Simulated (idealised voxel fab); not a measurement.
The following process module bears the name voxel lift off.
Pictured: cross-section cut, 225 nm wide, on a grid of 5 nm square cells.
In this document a cross-section is written as a grid of square cells. It is given as a series of bands, listed from the top down, and a band is one or more rows of cells.
Read a band's entry like this: the first values are the height of its top and the height of its bottom in nm, and what follows is the sequence of materials from left to right, each with its width in nm. Note that "air" is empty space, and that a single material marked "all across" reaches across the band from edge to edge.
We count height from 0. Below that, the starting wafer is all one material. The lowest band never ends at the bottom but goes on down; see "z 0 and below" for how that is written.
Width "30 to 40": first value at the band's top row of cells, second value at its bottom row, equal change from row to row.
Basically "no change occurred" means that step didn't change any cell in the cross-section.
Reported under the label "Enclosed void catalog" are the empty spaces having no open way to the top and comprising 8 cells or more; the notation for each is width x height at distance, in which the distance is measured from the left edge and all three values are in nm.
after a step's settings: what the simulator itself notes on the step
Steps that use a mask can have "overlay nm" on their line. It says how far the mask sat to the right of where it was meant to be. Negative means to the left.

## List of planned process steps
1) op RECEIVE | material Si
2) op CONFORMAL_DEP | material Al2O3 | thk nm 15
3) op PATTERN | tone open | mask id LINES | material resist | width nm 25 | pitch nm 40 | thk nm 25 | overlay nm 0
4) op DIRECTIONAL_DEP | material Ru | thk nm 15
5) op STRIP | etch materials resist
6) op CONFORMAL_DEP | material SiN | thk nm 5

## Cross-section of the wafer upon arrival, representing the state reached after step 1
	z 0 and below | Si all across
	Enclosed void catalog: none

## Cross-section taken at module completion on the first of two wafers; processed per the plan
	z 35 to 30 | 75 nm air; 35 nm SiN; 5 nm air; 35 nm SiN; 75 nm air
	z 30 to 20 | 75 nm air; 5 nm SiN; 25 nm Ru; 5 nm SiN; 5 nm air; 5 nm SiN; 25 nm Ru; 5 nm SiN; 75 nm air
	z 20 to 15 | 80 nm SiN; 25 nm Ru; 15 nm SiN; 25 nm Ru; 80 nm SiN
	z 15 to 0 | Al2O3 all across
	z 0 and below | Si all across
	Enclosed void catalog: none

## Second of two wafers, module complete, sectioned: it shares the first wafer's start and plan but was run with one mistake
	z 35 to 30 | 75 nm air; 35 nm Al2O3; 5 nm air; 35 nm Al2O3; 75 nm air
	z 30 to 20 | 75 nm air; 5 nm Al2O3; 25 nm Ru; 5 nm Al2O3; 5 nm air; 5 nm Al2O3; 25 nm Ru; 5 nm Al2O3; 75 nm air
	z 20 to 15 | 80 nm Al2O3; 25 nm Ru; 15 nm Al2O3; 25 nm Ru; 80 nm Al2O3
	z 15 to 0 | Al2O3 all across
	z 0 and below | Si all across
	Enclosed void catalog: none
Heads up, the wafer didn't run the way we planned it: not per plan at step 6, really ran op CONFORMAL_DEP | material Al2O3 | thk nm 5
Wafer comparison, final, in cells, second relative to first, materials more or fewer: Al2O3 +57; SiN -57
